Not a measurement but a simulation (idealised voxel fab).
process module | voxel wiring stack
cross-section cut | 245 nm wide | cells 5 nm
A cross-section is a grid of square cells, given in bands from the top down. A band is one or more rows of cells.
Each band's line starts with the height of the band's top and of its bottom, in nm. Then come its materials from left to right, each with its width in nm. One material with "throughout" fills the band from edge to edge. "air" is empty space.
Height 0 is the level under which the wafer as received is all one material. The lowest band goes on downwards, as in "0 down".
A width such as "30 to 40" changes by the same amount from each row of cells to the next, from the band's top row to its bottom row.
"no change" after a step means that no cell of the cross-section changed.
closed voids: empty space of 8 cells or more with no open way to the top, each as width x height at its distance from the left edge, in nm
after a step's settings: what the simulator itself notes on the step
overlay nm, on a step with a mask: how far to the right of its planned place the mask lay; to the left if negative
plan
1 op RECEIVE | material Si
2 op CONFORMAL_DEP | material SiO2 | thk nm 10
3 op DIRECTIONAL_DEP | material TiN | thk nm 5
4 op DIRECTIONAL_DEP | material Ru | thk nm 20
5 op PATTERN | tone cover | mask id METAL_1 | material resist | width nm 20 | pitch nm 35 | thk nm 15 | overlay nm 0
6 op DIRECTIONAL_ETCH | etch materials Ru | depth nm 20
7 op DIRECTIONAL_ETCH | etch materials TiN | depth nm 5
8 op STRIP | etch materials resist
9 op CONFORMAL_DEP | material SiN | thk nm 5
10 op FILL_DEP | material SiO2 | thk nm 5
11 op CMP | height nm 35
12 op CONFORMAL_DEP | material SiCN | thk nm 5
13 op DIRECTIONAL_DEP | material SiO2 | thk nm 20
14 op DIRECTIONAL_DEP | material aC | thk nm 15
15 op PATTERN | tone open | mask id PLUG_1 | material resist | width nm 15 | pitch nm 70 | thk nm 30 | overlay nm 0
16 op DIRECTIONAL_ETCH | etch materials aC | depth nm 15
17 op STRIP | etch materials resist
18 op DIRECTIONAL_ETCH | etch materials SiO2 | depth nm 20
19 op DIRECTIONAL_ETCH | etch materials SiCN | depth nm 5
20 op STRIP | etch materials aC
21 op EPI | material Ru | thk nm 10
22 op EPI | material Ru | thk nm 10
23 op EPI | material Ru | thk nm 5
24 op DIRECTIONAL_DEP | material TiN | thk nm 5
25 op DIRECTIONAL_DEP | material Ru | thk nm 20
26 op MASKED_ETCH | tone cover | mask id METAL_2 | width nm 20 | pitch nm 35 | etch materials Ru | depth nm 20 | overlay nm 0
27 op MASKED_ETCH | tone cover | mask id METAL_2 | width nm 20 | pitch nm 35 | etch materials TiN | depth nm 5 | overlay nm 0
28 op FILL_DEP | material SiO2 | thk nm 10
29 op CMP | height nm 85
30 op CONFORMAL_DEP | material SiCN | thk nm 5
31 op DIRECTIONAL_DEP | material SiO2 | thk nm 15
32 op MASKED_ETCH | tone open | mask id PLUG_2 | width nm 15 | pitch nm 35 | etch materials SiO2 | depth nm 15 | overlay nm 0
33 op MASKED_ETCH | tone open | mask id PLUG_2 | width nm 15 | pitch nm 35 | etch materials SiCN | depth nm 5 | overlay nm -15
34 op CONFORMAL_DEP | material TiN | thk nm 5
35 op FILL_DEP | material W | thk nm 5
36 op CMP | height nm 105
37 op DIRECTIONAL_DEP | material TiN | thk nm 5
38 op DIRECTIONAL_DEP | material W | thk nm 25
39 op PATTERN | tone cover | mask id METAL_3 | material resist | width nm 20 | pitch nm 35 | thk nm 20 | overlay nm 0
40 op DIRECTIONAL_ETCH | etch materials W | depth nm 25
41 op DIRECTIONAL_ETCH | etch materials TiN | depth nm 5
42 op STRIP | etch materials resist
43 op FILL_DEP | material SiO2 | thk nm 5
44 op CMP | height nm 135
45 op CONFORMAL_DEP | material SiN | thk nm 5
varied across the wafers: overlay nm of step 33. The plan shows the first wafer's value. All wafers start alike
first wafer as received, after step 1
  0 down: Si throughout
  closed voids: none
first wafer at the end, after step 45
  140 to 135: SiN throughout
  135 to 110: SiO2 60 | W 20 | SiO2 15 | W 20 | SiO2 15 | W 20 | SiO2 15 | W 20 | SiO2 60
  110 to 105: SiO2 60 | TiN 20 | SiO2 15 | TiN 20 | SiO2 15 | TiN 20 | SiO2 15 | TiN 20 | SiO2 60
  105 to 95: SiO2 60 | TiN 5 | W 5 | TiN 5 | SiO2 20 | TiN 5 | W 5 | TiN 5 | SiO2 20 | TiN 5 | W 5 | TiN 5 | SiO2 20 | TiN 5 | W 5 | TiN 5 | SiO2 65
  95 to 90: SiO2 60 | TiN 15 | SiO2 20 | TiN 15 | SiO2 20 | TiN 15 | SiO2 20 | TiN 15 | SiO2 65
  90 to 85: SiCN throughout
  85 to 65: SiO2 60 | Ru 20 | SiO2 15 | Ru 20 | SiO2 15 | Ru 20 | SiO2 15 | Ru 20 | SiO2 60
  65 to 60: SiO2 60 | TiN 20 | SiO2 15 | TiN 20 | SiO2 15 | TiN 20 | SiO2 15 | TiN 20 | SiO2 60
  60 to 40: SiO2 60 | Ru 15 | SiO2 55 | Ru 15 | SiO2 100
  40 to 35: SiCN 60 | Ru 15 | SiCN 55 | Ru 15 | SiCN 100
  35 to 15: SiO2 55 | SiN 5 | Ru 20 | SiN 5 | SiO2 5 | SiN 5 | Ru 20 | SiN 5 | SiO2 5 | SiN 5 | Ru 20 | SiN 5 | SiO2 5 | SiN 5 | Ru 20 | SiN 5 | SiO2 55
  15 to 10: SiN 60 | TiN 20 | SiN 15 | TiN 20 | SiN 15 | TiN 20 | SiN 15 | TiN 20 | SiN 60
  10 to 0: SiO2 throughout
  0 down: Si throughout
  closed voids: none
last wafer at the end
  140 to 135: SiN throughout
  135 to 110: SiO2 60 | W 20 | SiO2 15 | W 20 | SiO2 15 | W 20 | SiO2 15 | W 20 | SiO2 60
  110 to 105: SiO2 60 | TiN 20 | SiO2 15 | TiN 20 | SiO2 15 | TiN 20 | SiO2 15 | TiN 20 | SiO2 60
  105 to 95: SiO2 60 | TiN 5 | W 5 | TiN 5 | SiO2 20 | TiN 5 | W 5 | TiN 5 | SiO2 20 | TiN 5 | W 5 | TiN 5 | SiO2 20 | TiN 5 | W 5 | TiN 5 | SiO2 65
  95 to 90: SiO2 60 | TiN 15 | SiO2 20 | TiN 15 | SiO2 20 | TiN 15 | SiO2 20 | TiN 15 | SiO2 65
  90 to 85: SiCN throughout
  85 to 65: SiO2 60 | Ru 20 | SiO2 15 | Ru 20 | SiO2 15 | Ru 20 | SiO2 15 | Ru 20 | SiO2 60
  65 to 60: SiO2 60 | TiN 20 | SiO2 15 | TiN 20 | SiO2 15 | TiN 20 | SiO2 15 | TiN 20 | SiO2 60
  60 to 40: SiO2 60 | Ru 15 | SiO2 55 | Ru 15 | SiO2 100
  40 to 35: SiCN 60 | Ru 15 | SiCN 55 | Ru 15 | SiCN 100
  35 to 15: SiO2 55 | SiN 5 | Ru 20 | SiN 5 | SiO2 5 | SiN 5 | Ru 20 | SiN 5 | SiO2 5 | SiN 5 | Ru 20 | SiN 5 | SiO2 5 | SiN 5 | Ru 20 | SiN 5 | SiO2 55
  15 to 10: SiN 60 | TiN 20 | SiN 15 | TiN 20 | SiN 15 | TiN 20 | SiN 15 | TiN 20 | SiN 60
  10 to 0: SiO2 throughout
  0 down: Si throughout
  closed voids: none
each wafer at the end: cells of each material gained (+) or lost (-) since it was received, then its closed voids
overlay nm -15 | +158 Ru | +92 SiCN | +114 SiN | +844 SiO2 | +76 TiN | +88 W | closed voids: none
overlay nm -10 | +158 Ru | +88 SiCN | +114 SiN | +844 SiO2 | +80 TiN | +88 W | closed voids: none
overlay nm -5 | +158 Ru | +84 SiCN | +114 SiN | +844 SiO2 | +84 TiN | +88 W | closed voids: none
overlay nm 0 | +158 Ru | +80 SiCN | +114 SiN | +844 SiO2 | +84 TiN | +92 W | closed voids: none
overlay nm 5 | +158 Ru | +84 SiCN | +114 SiN | +844 SiO2 | +84 TiN | +88 W | closed voids: none
overlay nm 10 | +158 Ru | +88 SiCN | +114 SiN | +844 SiO2 | +80 TiN | +88 W | closed voids: none
overlay nm 15 | +158 Ru | +92 SiCN | +114 SiN | +844 SiO2 | +76 TiN | +88 W | closed voids: none
